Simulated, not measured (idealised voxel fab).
Process module heading - voxel wiring stack
The cross-section on display is named cut; it measures 210 nm wide, and its cells are 5 nm squares.
A cross-section is written here as square cells arranged in a grid, and it is given in bands from the top down, each band taking up one or more rows of cells. The band entry comprises the height of the band's top followed by the height of its bottom, expressed in nm, and subsequently the band's materials from left to right, each stated together with its width in nm. Where a single material is marked with the word "edge to edge", that material fills the band from edge to edge. The word "empty" represents empty space. We count height from 0. Below that, the starting wafer is all one material. The lowest band never ends at the bottom but goes on down; see "from 0 down" for how that is written. Graded width ("30..40"): value in top row of band = first number; value in bottom row = second number; row-to-row change constant. "nothing was modified" for a step: no cell of the cross-section changed in that step. Under "Enclosed void listing" you'll find the enclosed gaps, the ones with no way out to the top, that are 8 cells or bigger; each reads width x height at distance, with distance counted from the left edge, everything in nm. Read whatever lies past the settings on a step's line as the simulator's own remark about the step. If you see "overlay nm" on a step's line and that step has a mask, it's telling you how far right of where it was planned the mask ended up; a negative number means it went left instead.
Process steps foreseen in the plan:
1) op RECEIVE | material Si
2) op CONFORMAL_DEP | material SiO2 | thk nm 10
3) op CONFORMAL_DEP | material SiN | thk nm 5
4) op DIRECTIONAL_DEP | material SiO2 | thk nm 25
5) op DIRECTIONAL_DEP | material aC | thk nm 10
6) op PATTERN | tone open | mask id METAL_1 | material resist | width nm 25 | pitch nm 50 | thk nm 30 | overlay nm 0
7) op DIRECTIONAL_ETCH | etch materials aC | depth nm 10
8) op STRIP | etch materials resist
9) op DIRECTIONAL_ETCH | etch materials SiO2 | depth nm 25
10) op DIRECTIONAL_ETCH | etch materials SiN | depth nm 5
11) op STRIP | etch materials aC
12) op CONFORMAL_DEP | material TiN | thk nm 5
13) op FILL_DEP | material Cu | thk nm 5
14) op CMP | height nm 40
15) op CONFORMAL_DEP | material SiCN | thk nm 5
16) op DIRECTIONAL_DEP | material SiO2 | thk nm 25
17) op MASKED_ETCH | tone open | mask id METAL_2_HOLES | width nm 15 | pitch nm 50 | etch materials SiO2 | depth nm 25 | overlay nm 0
18) op MASKED_ETCH | tone open | mask id METAL_2 | width nm 25 | pitch nm 50 | etch materials SiO2 | depth nm 15 | overlay nm 0
19) op MASKED_ETCH | tone open | mask id METAL_2 | width nm 25 | pitch nm 50 | etch materials SiCN | depth nm 5 | overlay nm 0
20) op CONFORMAL_DEP | material TiN | thk nm 5
21) op FILL_DEP | material Cu | thk nm 10
22) op CMP | height nm 70
23) op CONFORMAL_DEP | material SiCN | thk nm 5
24) op DIRECTIONAL_DEP | material lowk | thk nm 35
25) op PATTERN | tone open | mask id METAL_3 | material resist | width nm 25 | pitch nm 50 | thk nm 15 | overlay nm 0
26) op DIRECTIONAL_ETCH | etch materials lowk | depth nm 20
27) op STRIP | etch materials resist
28) op DIRECTIONAL_DEP | material aC | thk nm 15
29) op PATTERN | tone open | mask id METAL_3_HOLES | material resist | width nm 15 | pitch nm 50 | thk nm 35 | overlay nm 0
30) op DIRECTIONAL_ETCH | etch materials aC | depth nm 15
31) op STRIP | etch materials resist
32) op DIRECTIONAL_ETCH | etch materials lowk | depth nm 15
33) op DIRECTIONAL_ETCH | etch materials SiCN | depth nm 5
34) op STRIP | etch materials aC
35) op CONFORMAL_DEP | material TiN | thk nm 5
36) op FILL_DEP | material Cu | thk nm 5
37) op CMP | height nm 110
38) op CONFORMAL_DEP | material SiN | thk nm 5
as received, after step 1:
from 0 down = Si edge to edge
Enclosed void listing: none
Cross-section: first of two wafers, module finished, run according to plan:
from 115 to 110 = SiN edge to edge
from 110 to 95 = lowk: 15, then TiN: 5, then Cu: 15, then TiN: 5, then lowk: 25, then TiN: 5, then Cu: 15, then TiN: 5, then lowk: 25, then TiN: 5, then Cu: 15, then TiN: 5, then lowk: 25, then TiN: 5, then Cu: 15, then TiN: 5, then lowk: 20
from 95 to 90 = lowk: 15, then TiN: 5, then Cu: 5, then TiN: 15, then lowk: 25, then TiN: 5, then Cu: 5, then TiN: 15, then lowk: 25, then TiN: 5, then Cu: 5, then TiN: 15, then lowk: 25, then TiN: 5, then Cu: 5, then TiN: 15, then lowk: 20
from 90 to 75 = lowk: 15, then TiN: 5, then Cu: 5, then TiN: 5, then lowk: 35, then TiN: 5, then Cu: 5, then TiN: 5, then lowk: 35, then TiN: 5, then Cu: 5, then TiN: 5, then lowk: 35, then TiN: 5, then Cu: 5, then TiN: 5, then lowk: 30
from 75 to 70 = SiCN: 15, then TiN: 15, then SiCN: 35, then TiN: 15, then SiCN: 35, then TiN: 15, then SiCN: 35, then TiN: 15, then SiCN: 30
from 70 to 60 = SiO2: 15, then TiN: 5, then Cu: 15, then TiN: 5, then SiO2: 25, then TiN: 5, then Cu: 15, then TiN: 5, then SiO2: 25, then TiN: 5, then Cu: 15, then TiN: 5, then SiO2: 25, then TiN: 5, then Cu: 15, then TiN: 5, then SiO2: 20
from 60 to 55 = SiO2: 15, then TiN: 5, then Cu: 5, then TiN: 15, then SiO2: 25, then TiN: 5, then Cu: 5, then TiN: 15, then SiO2: 25, then TiN: 5, then Cu: 5, then TiN: 15, then SiO2: 25, then TiN: 5, then Cu: 5, then TiN: 15, then SiO2: 20
from 55 to 45 = SiO2: 15, then TiN: 5, then Cu: 5, then TiN: 5, then SiO2: 35, then TiN: 5, then Cu: 5, then TiN: 5, then SiO2: 35, then TiN: 5, then Cu: 5, then TiN: 5, then SiO2: 35, then TiN: 5, then Cu: 5, then TiN: 5, then SiO2: 30
from 45 to 40 = SiCN: 15, then TiN: 15, then SiCN: 35, then TiN: 15, then SiCN: 35, then TiN: 15, then SiCN: 35, then TiN: 15, then SiCN: 30
from 40 to 15 = SiO2: 15, then TiN: 5, then Cu: 15, then TiN: 5, then SiO2: 25, then TiN: 5, then Cu: 15, then TiN: 5, then SiO2: 25, then TiN: 5, then Cu: 15, then TiN: 5, then SiO2: 25, then TiN: 5, then Cu: 15, then TiN: 5, then SiO2: 20
from 15 to 10 = SiN: 15, then TiN: 25, then SiN: 25, then TiN: 25, then SiN: 25, then TiN: 25, then SiN: 25, then TiN: 25, then SiN: 20
from 10 to 0 = SiO2 edge to edge
from 0 down = Si edge to edge
Enclosed void listing: none
Cross-section, wafer two of two, end of module: same start and plan as wafer one, one error in execution:
from 115 to 110 = SiN edge to edge
from 110 to 95 = lowk: 15, then TiN: 5, then Cu: 15, then TiN: 5, then lowk: 25, then TiN: 5, then Cu: 15, then TiN: 5, then lowk: 25, then TiN: 5, then Cu: 15, then TiN: 5, then lowk: 25, then TiN: 5, then Cu: 15, then TiN: 5, then lowk: 20
from 95 to 90 = lowk: 15, then TiN: 5, then Cu: 5, then TiN: 15, then lowk: 25, then TiN: 5, then Cu: 5, then TiN: 15, then lowk: 25, then TiN: 5, then Cu: 5, then TiN: 15, then lowk: 25, then TiN: 5, then Cu: 5, then TiN: 15, then lowk: 20
from 90 to 75 = lowk: 15, then TiN: 5, then Cu: 5, then TiN: 5, then lowk: 35, then TiN: 5, then Cu: 5, then TiN: 5, then lowk: 35, then TiN: 5, then Cu: 5, then TiN: 5, then lowk: 35, then TiN: 5, then Cu: 5, then TiN: 5, then lowk: 30
from 75 to 70 = SiCN: 15, then TiN: 15, then SiCN: 35, then TiN: 15, then SiCN: 35, then TiN: 15, then SiCN: 35, then TiN: 15, then SiCN: 30
from 70 to 60 = SiO2: 15, then TiN: 5, then Cu: 15, then TiN: 5, then SiO2: 25, then TiN: 5, then Cu: 15, then TiN: 5, then SiO2: 25, then TiN: 5, then Cu: 15, then TiN: 5, then SiO2: 25, then TiN: 5, then Cu: 15, then TiN: 5, then SiO2: 20
from 60 to 55 = SiO2: 15, then TiN: 5, then Cu: 5, then TiN: 15, then SiO2: 25, then TiN: 5, then Cu: 5, then TiN: 15, then SiO2: 25, then TiN: 5, then Cu: 5, then TiN: 15, then SiO2: 25, then TiN: 5, then Cu: 5, then TiN: 15, then SiO2: 20
from 55 to 45 = SiO2: 15, then TiN: 5, then Cu: 5, then TiN: 5, then SiO2: 35, then TiN: 5, then Cu: 5, then TiN: 5, then SiO2: 35, then TiN: 5, then Cu: 5, then TiN: 5, then SiO2: 35, then TiN: 5, then Cu: 5, then TiN: 5, then SiO2: 30
from 45 to 40 = SiCN: 15, then TiN: 15, then SiCN: 35, then TiN: 15, then SiCN: 35, then TiN: 15, then SiCN: 35, then TiN: 15, then SiCN: 30
from 40 to 35 = Cu edge to edge
from 35 to 30 = TiN: 20, then Cu: 15, then TiN: 35, then Cu: 15, then TiN: 35, then Cu: 15, then TiN: 35, then Cu: 15, then TiN: 25
from 30 to 5 = SiO2: 15, then TiN: 5, then Cu: 15, then TiN: 5, then SiO2: 25, then TiN: 5, then Cu: 15, then TiN: 5, then SiO2: 25, then TiN: 5, then Cu: 15, then TiN: 5, then SiO2: 25, then TiN: 5, then Cu: 15, then TiN: 5, then SiO2: 20
from 5 to 0 = SiN: 15, then TiN: 25, then SiN: 25, then TiN: 25, then SiN: 25, then TiN: 25, then SiN: 25, then TiN: 25, then SiN: 20
from 0 down = Si edge to edge
Enclosed void listing: none
Nonconformance to the process plan: step 2 in the plan did not get run; it was skipped
Final tally in cells, some materials are higher or lower on the second wafer than on the first: Cu: 54 more; SiO2: 84 fewer; TiN: 30 more
